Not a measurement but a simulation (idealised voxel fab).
A process module follows: voxel self aligned vias.
Pictured: cross-section cut, 210 nm wide, on a grid of 5 nm square cells.
How to read a cross-section here: the picture is a grid of square cells, written as bands going from the top down, and any band can span one or more rows of cells.
First you get the band's top height and its bottom height, in nm, and then the materials it's made of, left to right, with each width in nm. If you see a single material with "throughout", that one covers the band edge to edge. "air" is empty space.
Where do heights start? At 0: under that level the wafer as delivered is made of one material only. And the lowest band has no floor; it just carries on downward, as in "0..down".
Per-row width for "30->40": begins at first number (top row of band), ends at second number (bottom row), increment between rows held constant.
When a step is marked "all unchanged", none of the cells in the cross-section changed during that step.
"Unvented cavities": empty spaces of 8 cells or more with no open way to the top, each given as width x height at distance, distance from the left edge, all in nm.
What comes after the settings on a step's line is commentary from the simulator itself on that step.
overlay nm: how far to the right of its planned place the mask lay on this masked step (negative: to the left).

**Steps planned for the process**
| 1 | op RECEIVE | material Si |
| 2 | op CONFORMAL_DEP | material SiO2 | thk nm 10 |
| 3 | op CONFORMAL_DEP | material SiCN | thk nm 5 |
| 4 | op DIRECTIONAL_DEP | material SiO2 | thk nm 25 |
| 5 | op DIRECTIONAL_DEP | material aC | thk nm 15 |
| 6 | op PATTERN | tone open | mask id LINES | material resist | width nm 20 | pitch nm 65 | thk nm 30 | overlay nm 0 |
| 7 | op DIRECTIONAL_ETCH | etch materials aC | depth nm 15 |
| 8 | op STRIP | etch materials resist |
| 9 | op DIRECTIONAL_ETCH | etch materials SiO2 | depth nm 25 |
| 10 | op STRIP | etch materials aC |
| 11 | op CONFORMAL_DEP | material TiN | thk nm 5 |
| 12 | op FILL_DEP | material Ru | thk nm 10 |
| 13 | op CMP | height nm 40 |
| 14 | op SELECTIVE_ETCH | etch materials W Ru TiN | depth nm 10 |
| 15 | op FILL_DEP | material SiN | thk nm 5 |
| 16 | op CMP | height nm 40 |
| 17 | op DIRECTIONAL_DEP | material SiO2 | thk nm 20 |
| 18 | op MASKED_ETCH | tone open | mask id VIAS | width nm 40 | pitch nm 130 | etch materials SiO2 | depth nm 20 | overlay nm 0 |
| 19 | op MASKED_ETCH | tone open | mask id VIAS | width nm 40 | pitch nm 130 | etch materials SiN | depth nm 10 | overlay nm 0 |
| 20 | op CONFORMAL_DEP | material TiN | thk nm 5 |
| 21 | op FILL_DEP | material Cu | thk nm 10 |
| 22 | op CMP | height nm 60 |
| 23 | op CONFORMAL_DEP | material SiCN | thk nm 5 |

**Received-state cross-section, reflecting completion of step 1**
* 0..down  Si throughout
* Unvented cavities: none

**Result of the module, cross-sectioned: start per above, plan per above, one error in how it was run**
* 65..60  SiCN throughout
* 60..45  SiO2 20 | TiN 5 | Cu 30 | TiN 5 | SiO2 90 | TiN 5 | Cu 30 | TiN 5 | SiO2 20
* 45..40  SiO2 20 | TiN 20 | Cu 5 | TiN 15 | SiO2 90 | TiN 20 | Cu 5 | TiN 15 | SiO2 20
* 40..35  SiO2 35 | TiN 5 | Cu 5 | TiN 5 | SiO2 50 | SiN 15 | SiO2 50 | TiN 5 | Cu 5 | TiN 5 | SiO2 30
* 35..30  SiO2 35 | TiN 15 | SiO2 50 | SiN 15 | SiO2 50 | TiN 15 | SiO2 30
* 30..20  SiO2 35 | TiN 5 | Ru 5 | TiN 5 | SiO2 50 | TiN 5 | Ru 5 | TiN 5 | SiO2 50 | TiN 5 | Ru 5 | TiN 5 | SiO2 30
* 20..15  SiO2 35 | TiN 15 | SiO2 50 | TiN 15 | SiO2 50 | TiN 15 | SiO2 30
* 15..10  SiCN throughout
* 10..0  SiO2 throughout
* 0..down  Si throughout
* Unvented cavities: none
Diagnosis: step 6 off recipe, ran as op PATTERN | tone open | mask id LINES | material resist | width nm 15 | pitch nm 65 | thk nm 30 | overlay nm 0
